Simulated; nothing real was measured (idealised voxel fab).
process module | voxel transistor to metal
cross-section cut | 255 nm wide | cells 5 nm
A cross-section is a grid of square cells, given in bands from the top down. A band is one or more rows of cells.
Each band's line starts with the height of the band's top and of its bottom, in nm. Then come its materials from left to right, each with its width in nm. One material with "throughout" fills the band from edge to edge. "air" is empty space.
Height 0 is the level under which the wafer as received is all one material. The lowest band goes on downwards, as in "0 down".
A width such as "30 to 40" changes by the same amount from each row of cells to the next, from the band's top row to its bottom row.
"no change" after a step means that no cell of the cross-section changed.
closed voids: empty space of 8 cells or more with no open way to the top, each as width x height at its distance from the left edge, in nm
after a step's settings: what the simulator itself notes on the step
overlay nm, on a step with a mask: how far to the right of its planned place the mask lay; to the left if negative
plan
1 op RECEIVE | material Si
2 op CONFORMAL_DEP | material SiO2 | thk nm 5
3 op CONFORMAL_DEP | material SiN | thk nm 15
4 op MASKED_ETCH | tone cover | mask id ACTIVE | width nm 90 | pitch nm 110 | etch materials SiN | depth nm 15 | overlay nm 0
5 op MASKED_ETCH | tone cover | mask id ACTIVE | width nm 90 | pitch nm 110 | etch materials SiO2 | depth nm 5 | overlay nm 0
6 op MASKED_ETCH | tone cover | mask id ACTIVE | width nm 90 | pitch nm 110 | etch materials Si | depth nm 25 | overlay nm 0
7 op OXIDIZE | depth nm 5
8 op FILL_DEP | material SiO2 | thk nm 10
9 op CMP | height nm 20
10 op SELECTIVE_ETCH | etch materials SiO2 | depth nm 10
11 op STRIP | etch materials SiN
12 op SELECTIVE_ETCH | etch materials SiO2 | depth nm 5
13 op OXIDIZE | depth nm 5
14 op DIRECTIONAL_DEP | material polySi | thk nm 25
15 op DIRECTIONAL_DEP | material SiCN | thk nm 15
16 op PATTERN | tone cover | mask id GATE | material resist | width nm 20 | pitch nm 110 | thk nm 20 | overlay nm 0
17 op DIRECTIONAL_ETCH | etch materials SiCN | depth nm 25
18 op DIRECTIONAL_ETCH | etch materials polySi | depth nm 35
19 op STRIP | etch materials resist
20 op CONFORMAL_DEP | material SiN | thk nm 10
21 op DIRECTIONAL_ETCH | etch materials SiN | depth nm 10
22 op DIRECTIONAL_ETCH | etch materials SiO2 | depth nm 5
23 op DIRECTIONAL_ETCH | etch materials Si | depth nm 10
24 op EPI | material nSi | thk nm 15
25 op FILL_DEP | material SiO2 | thk nm 5
26 op CMP | height nm 40
27 op DIRECTIONAL_DEP | material SiO2 | thk nm 10
28 op PATTERN | tone open | mask id CONTACT | material resist | width nm 25 | pitch nm 55 | thk nm 15 | overlay nm 0
29 op DIRECTIONAL_ETCH | etch materials SiO2 | depth nm 50
30 op STRIP | etch materials resist
31 op CONFORMAL_DEP | material TiN | thk nm 5
32 op FILL_DEP | material Ru | thk nm 5
33 op CMP | height nm 50
34 op DIRECTIONAL_DEP | material TiN | thk nm 5
35 op DIRECTIONAL_DEP | material Ru | thk nm 15
36 op MASKED_ETCH | tone cover | mask id METAL_1 | width nm 15 | etch materials Ru | depth nm 15 | overlay nm 0
37 op MASKED_ETCH | tone cover | mask id METAL_1 | width nm 15 | etch materials TiN | depth nm 5 | overlay nm 0
38 op CONFORMAL_DEP | material SiN | thk nm 5
39 op FILL_DEP | material SiO2 | thk nm 10
40 op CMP | height nm 70
41 op CONFORMAL_DEP | material SiCN | thk nm 5
42 op DIRECTIONAL_DEP | material SiO2 | thk nm 30
43 op MASKED_ETCH | tone open | mask id METAL_2 | width nm 15 | pitch nm 110 | etch materials SiO2 | depth nm 15 | overlay nm 0
44 op DIRECTIONAL_DEP | material aC | thk nm 10
45 op PATTERN | tone open | mask id METAL_2_HOLES | material resist | width nm 15 | pitch nm 110 | thk nm 30 | overlay nm 0
46 op DIRECTIONAL_ETCH | etch materials aC | depth nm 10
47 op STRIP | etch materials resist
48 op DIRECTIONAL_ETCH | etch materials SiO2 | depth nm 15
49 op DIRECTIONAL_ETCH | etch materials SiCN | depth nm 5
50 op STRIP | etch materials aC
51 op CONFORMAL_DEP | material TiN | thk nm 5
52 op FILL_DEP | material Ru | thk nm 5
53 op CMP | height nm 105
54 op CONFORMAL_DEP | material SiN | thk nm 5
varied across the wafers: depth nm of step 37. The plan shows the first wafer's value. All wafers start alike
first wafer as received, after step 1
  0 down: Si throughout
  closed voids: none
each wafer at the end: cells of each material gained (+) or lost (-) since it was received, then its closed voids
depth nm 5 | +108 Ru | -178 Si | +69 SiCN | +186 SiN | +699 SiO2 | +126 TiN | +72 nSi | +40 polySi | closed voids: none
depth nm 10 | +108 Ru | -178 Si | +69 SiCN | +190 SiN | +699 SiO2 | +122 TiN | +72 nSi | +40 polySi | closed voids: none
depth nm 15 | +108 Ru | -178 Si | +69 SiCN | +194 SiN | +699 SiO2 | +118 TiN | +72 nSi | +40 polySi | closed voids: none
depth nm 20 | +108 Ru | -178 Si | +69 SiCN | +194 SiN | +699 SiO2 | +118 TiN | +72 nSi | +40 polySi | closed voids: none
